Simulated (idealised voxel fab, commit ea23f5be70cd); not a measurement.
You're looking at the process module voxel double patterning.
Square cells of 5 nm make up the cross-section cut, whose width is 175 nm.
If you're reading a cross-section in this doc, picture square cells in a grid; it comes to you as bands, top ones listed first down to the bottom, and a band can be one or more rows of cells. Each band's line starts with the height of the band's top and of its bottom, in nm. Then come its materials from left to right, each with its width in nm. One material with "edge to edge" fills the band from edge to edge. "blank" is empty space. Height 0 is the level under which the wafer as received is all one material. The lowest band goes on downwards, as in "0 down". Width spec "30..40" -> top row of cells at first value, bottom row at second value, equal per-row change in between. You'll sometimes find "remained unchanged" written for a step, and that's the way of saying that nowhere in the cross-section did a cell change during that step. "Voids, enclosed" lists enclosed empty spaces (at least 8 cells, no open path upward to the top), each as width x height at distance from the left edge, in nm. On a step's line, text after the settings is the simulator commenting on that step. The optional step-line setting "overlay nm" applies to steps with a mask and quantifies how far to the right of its planned location the mask lay, a negative value indicating leftward placement.

**Listed below are the process steps as planned**
1. RECEIVE with material Si
2. CONFORMAL_DEP with material SiN, thk nm 10
3. DIRECTIONAL_DEP with material SiO2, thk nm 10
4. DIRECTIONAL_DEP with material SiCN, thk nm 5
5. DIRECTIONAL_DEP with material aC, thk nm 10
6. PATTERN with tone open, mask id FIRST, material resist, width nm 15, pitch nm 50, thk nm 30, overlay nm 0
7. DIRECTIONAL_ETCH with etch materials aC, depth nm 10
8. STRIP with etch materials resist
9. DIRECTIONAL_ETCH with etch materials SiCN, depth nm 5
10. STRIP with etch materials aC
11. MASKED_ETCH with tone open, mask id SECOND, width nm 15, etch materials SiCN, depth nm 5, overlay nm 0
12. DIRECTIONAL_ETCH with etch materials SiO2, depth nm 10
13. STRIP with etch materials SiCN

**Wafer cross-section on receipt, i.e. after step 1**
	0 down: Si edge to edge
	Voids, enclosed: none

**First of two wafers: cross-section at end of module, run per plan**
	20 to 10: 55 nm SiO2, then 15 nm blank, then 10 nm SiO2, then 15 nm blank, then 10 nm SiO2, then 15 nm blank, then 55 nm SiO2
	10 to 0: SiN edge to edge
	0 down: Si edge to edge
	Voids, enclosed: none

**Cross-section, second wafer: same start as the first, same plan as the first, one mistake in running it; taken at the end of the module**
	15 to 10: SiO2 edge to edge
	10 to 0: SiN edge to edge
	0 down: Si edge to edge
	Voids, enclosed: none
Finding, execution versus plan: for step 4, the planned setting was not used; the step was instead run as DIRECTIONAL_DEP with material SiO2, thk nm 5
End check, counted in cells, second wafer has more or fewer of these materials than the first: -17 SiO2
